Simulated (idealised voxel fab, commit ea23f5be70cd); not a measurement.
voxel tone inversion: a process module
Square cell edge 5 nm, section width 300 nm, ID cut.
Cross-section = grid of square cells, listed top down in bands; band = one or more rows.
Each band's line starts with the height of the band's top and of its bottom, in nm. Then come its materials from left to right, each with its width in nm. One material with "all across" fills the band from edge to edge. "air" is empty space.
Convention: height 0 is the level below which the wafer, as received, is all one material. The lowest band does not terminate at the bottom but continues downward, represented as "top 0, no bottom".
It should be noted that a width expressed as "30->40" varies in equal increments from row to row of cells within the band, taking the value of the first number at the top row and that of the second number at the bottom row.
Any step labelled "no change" changed none of the cells in the cross-section.
In the "Unvented internal voids" entry, you get each enclosed empty space of 8 cells or more, one with no open way to the top, written width x height at distance, distance from the left edge, in nm.
Past the settings on a step's line: simulator remark, on that step.
Each step line may optionally specify "overlay nm", which for a step with a mask gives the rightward distance between the mask's planned place and where it lay, a negative value indicating the leftward direction.
### Planned step list for the process
1: RECEIVE with material Si
2: CONFORMAL_DEP with material SiCN, thk nm 10
3: DIRECTIONAL_DEP with material polySi, thk nm 20
4: PATTERN with tone cover, mask id POSTS, material resist, width nm 25, pitch nm 55, thk nm 30, overlay nm 0
5: DIRECTIONAL_ETCH with etch materials polySi, depth nm 20
6: STRIP with etch materials resist
7: FILL_DEP with material SiO2, thk nm 10
8: CMP with height nm 30
9: STRIP with etch materials polySi
10: CONFORMAL_DEP with material TiN, thk nm 5
11: FILL_DEP with material Cu, thk nm 10
12: CMP with height nm 30
13: CONFORMAL_DEP with material SiN, thk nm 5
### Received-state cross-section, reflecting completion of step 1
    top 0, no bottom = Si all across
    Unvented internal voids: none
### Cross-section taken at module completion on the first of two wafers; processed per the plan
    top 35, bottom 30 = SiN all across
    top 30, bottom 15 = 55 nm SiO2 | 5 nm TiN | 15 nm Cu | 5 nm TiN | 30 nm SiO2 | 5 nm TiN | 15 nm Cu | 5 nm TiN | 30 nm SiO2 | 5 nm TiN | 15 nm Cu | 5 nm TiN | 30 nm SiO2 | 5 nm TiN | 15 nm Cu | 5 nm TiN | 55 nm SiO2
    top 15, bottom 10 = 55 nm SiO2 | 25 nm TiN | 30 nm SiO2 | 25 nm TiN | 30 nm SiO2 | 25 nm TiN | 30 nm SiO2 | 25 nm TiN | 55 nm SiO2
    top 10, bottom 0 = SiCN all across
    top 0, no bottom = Si all across
    Unvented internal voids: none
### Wafer two (of two), end-of-module cross-section: start = wafer one, plan = wafer one, one run mistake
    top 35, bottom 30 = SiN all across
    top 30, bottom 15 = 45 nm SiO2 | 5 nm TiN | 15 nm Cu | 5 nm TiN | 30 nm SiO2 | 5 nm TiN | 15 nm Cu | 5 nm TiN | 30 nm SiO2 | 5 nm TiN | 15 nm Cu | 5 nm TiN | 30 nm SiO2 | 5 nm TiN | 15 nm Cu | 5 nm TiN | 65 nm SiO2
    top 15, bottom 10 = 45 nm SiO2 | 25 nm TiN | 30 nm SiO2 | 25 nm TiN | 30 nm SiO2 | 25 nm TiN | 30 nm SiO2 | 25 nm TiN | 65 nm SiO2
    top 10, bottom 0 = SiCN all across
    top 0, no bottom = Si all across
    Unvented internal voids: none
Which mistake was made when the wafer was run? contrary to plan, step 4 was performed as PATTERN with tone cover, mask id POSTS, material resist, width nm 25, pitch nm 55, thk nm 30, overlay nm -10
So at the finish, the second wafer's got exactly as many cells of each material as the first, just not in the same spots.
